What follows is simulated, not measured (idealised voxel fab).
Name of the process module below: voxel wiring stack
Cross-section cut spans 240 nm and uses square cells 5 nm in size.
When this document writes out a cross-section, it uses a grid of square cells and lists it as bands, beginning at the top and moving down, with a band standing for one or more rows of cells. This entry defines a band. It first specifies the height of the band's top and the height of its bottom in nm, and then specifies the band's materials from left to right, stating each material with its width in nm. The word "everywhere" identifies a single material that fills the band from edge to edge, while the word "air" identifies empty space. Basically, 0 is our baseline, since under it the wafer straight out of the box is all one material. The bottom band has no lower end and keeps on going down, so it looks like "0 and below". When a width is written as two numbers, as in "30->40", the first number is the width in the top row of cells of the band and the second is the width in its bottom row, and the width changes by the same amount from each row to the next. A step reported as "same as before" is a step in which no cell of the cross-section changed. "Voids, enclosed" contains a list of empty spaces, each no smaller than 8 cells and without an open way to the top, written in the form width x height at distance with the distance from the left edge and all three in nm. Whatever follows a step's settings on its line is a remark the simulator itself makes about that step. A step line may carry the setting "overlay nm", which, for steps involving a mask, states the distance by which the mask lay to the right of its intended position; negative values denote displacement to the left.
These are the steps we planned for the process:
- 1: RECEIVE, material Si
- 2: CONFORMAL_DEP, material SiO2, thk nm 10
- 3: DIRECTIONAL_DEP, material TiN, thk nm 5
- 4: DIRECTIONAL_DEP, material Ru, thk nm 20
- 5: MASKED_ETCH, tone cover, mask id METAL_1, width nm 20, pitch nm 40, etch materials Ru, depth nm 20, overlay nm 0
- 6: MASKED_ETCH, tone cover, mask id METAL_1, width nm 20, pitch nm 40, etch materials TiN, depth nm 5, overlay nm 0
- 7: FILL_DEP, material SiO2, thk nm 5
- 8: CMP, height nm 35
- 9: CONFORMAL_DEP, material SiCN, thk nm 5
- 10: DIRECTIONAL_DEP, material lowk, thk nm 10
- 11: MASKED_ETCH, tone open, mask id PLUG_1, width nm 15, pitch nm 80, etch materials lowk, depth nm 10, overlay nm 0
- 12: MASKED_ETCH, tone open, mask id PLUG_1, width nm 15, pitch nm 80, etch materials SiCN, depth nm 5, overlay nm 0
- 13: CONFORMAL_DEP, material TiN, thk nm 5
- 14: FILL_DEP, material Ru, thk nm 10
- 15: CMP, height nm 50
- 16: DIRECTIONAL_DEP, material TiN, thk nm 5
- 17: DIRECTIONAL_DEP, material Ru, thk nm 20
- 18: PATTERN, tone cover, mask id METAL_2, material resist, width nm 20, pitch nm 40, thk nm 20, overlay nm 0
- 19: DIRECTIONAL_ETCH, etch materials Ru, depth nm 20
- 20: DIRECTIONAL_ETCH, etch materials TiN, depth nm 5
- 21: STRIP, etch materials resist
- 22: CONFORMAL_DEP, material SiCN, thk nm 5
- 23: FILL_DEP, material lowk, thk nm 5
- 24: CMP, height nm 75
- 25: CONFORMAL_DEP, material SiCN, thk nm 5
The following pertains to the first of two wafers, which was processed as planned:
Cross-section: wafer on arrival = after step 1:
0 and below: Si everywhere
Voids, enclosed: none
Step 2 done - wafer cross-section:
10 down to 0: SiO2 everywhere
For the remainder of the cross-section, below 0, there is no change.
Step 3 done - wafer cross-section:
15 down to 10: TiN everywhere
For the remainder of the cross-section, below 10, there is no change.
Step 4 done - wafer cross-section:
35 down to 15: Ru everywhere
For the remainder of the cross-section, below 15, there is no change.
Step 5 done - wafer cross-section:
35 down to 15: air: 70 | Ru: 20 | air: 20 | Ru: 20 | air: 20 | Ru: 20 | air: 70
For the remainder of the cross-section, below 15, there is no change.
Step 6 done - wafer cross-section:
35 down to 15: air: 70 | Ru: 20 | air: 20 | Ru: 20 | air: 20 | Ru: 20 | air: 70
15 down to 10: air: 70 | TiN: 20 | air: 20 | TiN: 20 | air: 20 | TiN: 20 | air: 70
For the remainder of the cross-section, below 10, there is no change.
Step 7 done - wafer cross-section:
40 down to 35: SiO2 everywhere
35 down to 15: SiO2: 70 | Ru: 20 | SiO2: 20 | Ru: 20 | SiO2: 20 | Ru: 20 | SiO2: 70
15 down to 10: SiO2: 70 | TiN: 20 | SiO2: 20 | TiN: 20 | SiO2: 20 | TiN: 20 | SiO2: 70
For the remainder of the cross-section, below 10, there is no change.
Step 8 done - wafer cross-section:
35 down to 15: SiO2: 70 | Ru: 20 | SiO2: 20 | Ru: 20 | SiO2: 20 | Ru: 20 | SiO2: 70
For the remainder of the cross-section, below 15, there is no change.
Step 9 done - wafer cross-section:
40 down to 35: SiCN everywhere
For the remainder of the cross-section, below 35, there is no change.
Step 10 done - wafer cross-section:
50 down to 40: lowk everywhere
For the remainder of the cross-section, below 40, there is no change.
Step 11 done - wafer cross-section:
50 down to 40: lowk: 70 | air: 15 | lowk: 65 | air: 15 | lowk: 75
For the remainder of the cross-section, below 40, there is no change.
Step 12 done - wafer cross-section:
50 down to 40: lowk: 70 | air: 15 | lowk: 65 | air: 15 | lowk: 75
40 down to 35: SiCN: 70 | air: 15 | SiCN: 65 | air: 15 | SiCN: 75
For the remainder of the cross-section, below 35, there is no change.
Step 13 done - wafer cross-section:
55 down to 50: TiN: 75 | air: 5 | TiN: 75 | air: 5 | TiN: 80
50 down to 40: lowk: 70 | TiN: 5 | air: 5 | TiN: 5 | lowk: 65 | TiN: 5 | air: 5 | TiN: 5 | lowk: 75
40 down to 35: SiCN: 70 | TiN: 15 | SiCN: 65 | TiN: 15 | SiCN: 75
For the remainder of the cross-section, below 35, there is no change.
Step 14 done - wafer cross-section:
65 down to 55: Ru everywhere
55 down to 50: TiN: 75 | Ru: 5 | TiN: 75 | Ru: 5 | TiN: 80
50 down to 40: lowk: 70 | TiN: 5 | Ru: 5 | TiN: 5 | lowk: 65 | TiN: 5 | Ru: 5 | TiN: 5 | lowk: 75
For the remainder of the cross-section, below 40, there is no change.
Step 15 done - wafer cross-section:
50 down to 40: lowk: 70 | TiN: 5 | Ru: 5 | TiN: 5 | lowk: 65 | TiN: 5 | Ru: 5 | TiN: 5 | lowk: 75
For the remainder of the cross-section, below 40, there is no change.
Step 16 done - wafer cross-section:
55 down to 50: TiN everywhere
For the remainder of the cross-section, below 50, there is no change.
Step 17 done - wafer cross-section:
75 down to 55: Ru everywhere
For the remainder of the cross-section, below 55, there is no change.
Step 18 done - wafer cross-section:
95 down to 75: air: 70 | resist: 20 | air: 20 | resist: 20 | air: 20 | resist: 20 | air: 70
For the remainder of the cross-section, below 75, there is no change.
Step 19 done - wafer cross-section:
95 down to 75: air: 70 | resist: 20 | air: 20 | resist: 20 | air: 20 | resist: 20 | air: 70
75 down to 55: air: 70 | Ru: 20 | air: 20 | Ru: 20 | air: 20 | Ru: 20 | air: 70
For the remainder of the cross-section, below 55, there is no change.
Step 20 done - wafer cross-section:
95 down to 75: air: 70 | resist: 20 | air: 20 | resist: 20 | air: 20 | resist: 20 | air: 70
75 down to 55: air: 70 | Ru: 20 | air: 20 | Ru: 20 | air: 20 | Ru: 20 | air: 70
55 down to 50: air: 70 | TiN: 20 | air: 20 | TiN: 20 | air: 20 | TiN: 20 | air: 70
For the remainder of the cross-section, below 50, there is no change.
Step 21 done - wafer cross-section:
75 down to 55: air: 70 | Ru: 20 | air: 20 | Ru: 20 | air: 20 | Ru: 20 | air: 70
For the remainder of the cross-section, below 55, there is no change.
Step 22 done - wafer cross-section:
80 down to 75: air: 65 | SiCN: 30 | air: 10 | SiCN: 30 | air: 10 | SiCN: 30 | air: 65
75 down to 55: air: 65 | SiCN: 5 | Ru: 20 | SiCN: 5 | air: 10 | SiCN: 5 | Ru: 20 | SiCN: 5 | air: 10 | SiCN: 5 | Ru: 20 | SiCN: 5 | air: 65
55 down to 50: SiCN: 70 | TiN: 20 | SiCN: 20 | TiN: 20 | SiCN: 20 | TiN: 20 | SiCN: 70
For the remainder of the cross-section, below 50, there is no change.
Step 23 done - wafer cross-section:
85 down to 80: lowk everywhere
80 down to 75: lowk: 65 | SiCN: 30 | lowk: 10 | SiCN: 30 | lowk: 10 | SiCN: 30 | lowk: 65
75 down to 55: lowk: 65 | SiCN: 5 | Ru: 20 | SiCN: 5 | lowk: 10 | SiCN: 5 | Ru: 20 | SiCN: 5 | lowk: 10 | SiCN: 5 | Ru: 20 | SiCN: 5 | lowk: 65
For the remainder of the cross-section, below 55, there is no change.
Step 24 done - wafer cross-section:
75 down to 55: lowk: 65 | SiCN: 5 | Ru: 20 | SiCN: 5 | lowk: 10 | SiCN: 5 | Ru: 20 | SiCN: 5 | lowk: 10 | SiCN: 5 | Ru: 20 | SiCN: 5 | lowk: 65
For the remainder of the cross-section, below 55, there is no change.
Step 25 done - wafer cross-section:
80 down to 75: SiCN everywhere
For the remainder of the cross-section, below 75, there is no change.
What follows concerns the second wafer, which started out like the first and was meant to follow the very same plan; one mistake crept in when it was run, but everything up to and including step 2 is the same as for the first wafer:
Cross-section, second wafer, at the end time the plan gives for step 3:
30 down to 10: Ru everywhere
For the remainder of the cross-section, below 10, there is no change.
Cross-section, second wafer, at the end time the plan gives for step 4:
35 down to 30: TiN everywhere
For the remainder of the cross-section, below 30, there is no change.
Cross-section, second wafer, at the end time the plan gives for step 5: same as before
Cross-section, second wafer, at the end time the plan gives for step 6:
35 down to 30: air: 70 | TiN: 20 | air: 20 | TiN: 20 | air: 20 | TiN: 20 | air: 70
For the remainder of the cross-section, below 30, there is no change.
Cross-section, second wafer, at the end time the plan gives for step 7:
40 down to 35: SiO2 everywhere
35 down to 30: SiO2: 70 | TiN: 20 | SiO2: 20 | TiN: 20 | SiO2: 20 | TiN: 20 | SiO2: 70
For the remainder of the cross-section, below 30, there is no change.
Cross-section, second wafer, at the end time the plan gives for step 8:
35 down to 30: SiO2: 70 | TiN: 20 | SiO2: 20 | TiN: 20 | SiO2: 20 | TiN: 20 | SiO2: 70
For the remainder of the cross-section, below 30, there is no change.
Cross-section, second wafer, at the end time the plan gives for step 9:
40 down to 35: SiCN everywhere
For the remainder of the cross-section, below 35, there is no change.
Cross-section, second wafer, at the end time the plan gives for step 10:
50 down to 40: lowk everywhere
For the remainder of the cross-section, below 40, there is no change.
Cross-section, second wafer, at the end time the plan gives for step 11:
50 down to 40: lowk: 70 | air: 15 | lowk: 65 | air: 15 | lowk: 75
For the remainder of the cross-section, below 40, there is no change.
Cross-section, second wafer, at the end time the plan gives for step 12:
50 down to 40: lowk: 70 | air: 15 | lowk: 65 | air: 15 | lowk: 75
40 down to 35: SiCN: 70 | air: 15 | SiCN: 65 | air: 15 | SiCN: 75
For the remainder of the cross-section, below 35, there is no change.
Cross-section, second wafer, at the end time the plan gives for step 13:
55 down to 50: TiN: 75 | air: 5 | TiN: 75 | air: 5 | TiN: 80
50 down to 40: lowk: 70 | TiN: 5 | air: 5 | TiN: 5 | lowk: 65 | TiN: 5 | air: 5 | TiN: 5 | lowk: 75
40 down to 35: SiCN: 70 | TiN: 15 | SiCN: 65 | TiN: 15 | SiCN: 75
For the remainder of the cross-section, below 35, there is no change.
Cross-section, second wafer, at the end time the plan gives for step 14:
65 down to 55: Ru everywhere
55 down to 50: TiN: 75 | Ru: 5 | TiN: 75 | Ru: 5 | TiN: 80
50 down to 40: lowk: 70 | TiN: 5 | Ru: 5 | TiN: 5 | lowk: 65 | TiN: 5 | Ru: 5 | TiN: 5 | lowk: 75
For the remainder of the cross-section, below 40, there is no change.
Cross-section, second wafer, at the end time the plan gives for step 15:
50 down to 40: lowk: 70 | TiN: 5 | Ru: 5 | TiN: 5 | lowk: 65 | TiN: 5 | Ru: 5 | TiN: 5 | lowk: 75
For the remainder of the cross-section, below 40, there is no change.
Cross-section, second wafer, at the end time the plan gives for step 16:
55 down to 50: TiN everywhere
For the remainder of the cross-section, below 50, there is no change.
Cross-section, second wafer, at the end time the plan gives for step 17:
75 down to 55: Ru everywhere
For the remainder of the cross-section, below 55, there is no change.
Cross-section, second wafer, at the end time the plan gives for step 18:
95 down to 75: air: 70 | resist: 20 | air: 20 | resist: 20 | air: 20 | resist: 20 | air: 70
For the remainder of the cross-section, below 75, there is no change.
Cross-section, second wafer, at the end time the plan gives for step 19:
95 down to 75: air: 70 | resist: 20 | air: 20 | resist: 20 | air: 20 | resist: 20 | air: 70
75 down to 55: air: 70 | Ru: 20 | air: 20 | Ru: 20 | air: 20 | Ru: 20 | air: 70
For the remainder of the cross-section, below 55, there is no change.
Cross-section, second wafer, at the end time the plan gives for step 20:
95 down to 75: air: 70 | resist: 20 | air: 20 | resist: 20 | air: 20 | resist: 20 | air: 70
75 down to 55: air: 70 | Ru: 20 | air: 20 | Ru: 20 | air: 20 | Ru: 20 | air: 70
55 down to 50: air: 70 | TiN: 20 | air: 20 | TiN: 20 | air: 20 | TiN: 20 | air: 70
For the remainder of the cross-section, below 50, there is no change.
Cross-section, second wafer, at the end time the plan gives for step 21:
75 down to 55: air: 70 | Ru: 20 | air: 20 | Ru: 20 | air: 20 | Ru: 20 | air: 70
For the remainder of the cross-section, below 55, there is no change.
Cross-section, second wafer, at the end time the plan gives for step 22:
80 down to 75: air: 65 | SiCN: 30 | air: 10 | SiCN: 30 | air: 10 | SiCN: 30 | air: 65
75 down to 55: air: 65 | SiCN: 5 | Ru: 20 | SiCN: 5 | air: 10 | SiCN: 5 | Ru: 20 | SiCN: 5 | air: 10 | SiCN: 5 | Ru: 20 | SiCN: 5 | air: 65
55 down to 50: SiCN: 70 | TiN: 20 | SiCN: 20 | TiN: 20 | SiCN: 20 | TiN: 20 | SiCN: 70
For the remainder of the cross-section, below 50, there is no change.
Cross-section, second wafer, at the end time the plan gives for step 23:
85 down to 80: lowk everywhere
80 down to 75: lowk: 65 | SiCN: 30 | lowk: 10 | SiCN: 30 | lowk: 10 | SiCN: 30 | lowk: 65
75 down to 55: lowk: 65 | SiCN: 5 | Ru: 20 | SiCN: 5 | lowk: 10 | SiCN: 5 | Ru: 20 | SiCN: 5 | lowk: 10 | SiCN: 5 | Ru: 20 | SiCN: 5 | lowk: 65
For the remainder of the cross-section, below 55, there is no change.
Cross-section, second wafer, at the end time the plan gives for step 24:
75 down to 55: lowk: 65 | SiCN: 5 | Ru: 20 | SiCN: 5 | lowk: 10 | SiCN: 5 | Ru: 20 | SiCN: 5 | lowk: 10 | SiCN: 5 | Ru: 20 | SiCN: 5 | lowk: 65
For the remainder of the cross-section, below 55, there is no change.
Cross-section, second wafer, at the end time the plan gives for step 25:
80 down to 75: SiCN everywhere
For the remainder of the cross-section, below 75, there is no change.
Which mistake was made when the wafer was run? steps 3 and 4 traded places in the executed sequence
End of process, cell counts, second wafer against first, materials with more or fewer: +144 Ru | -144 SiO2
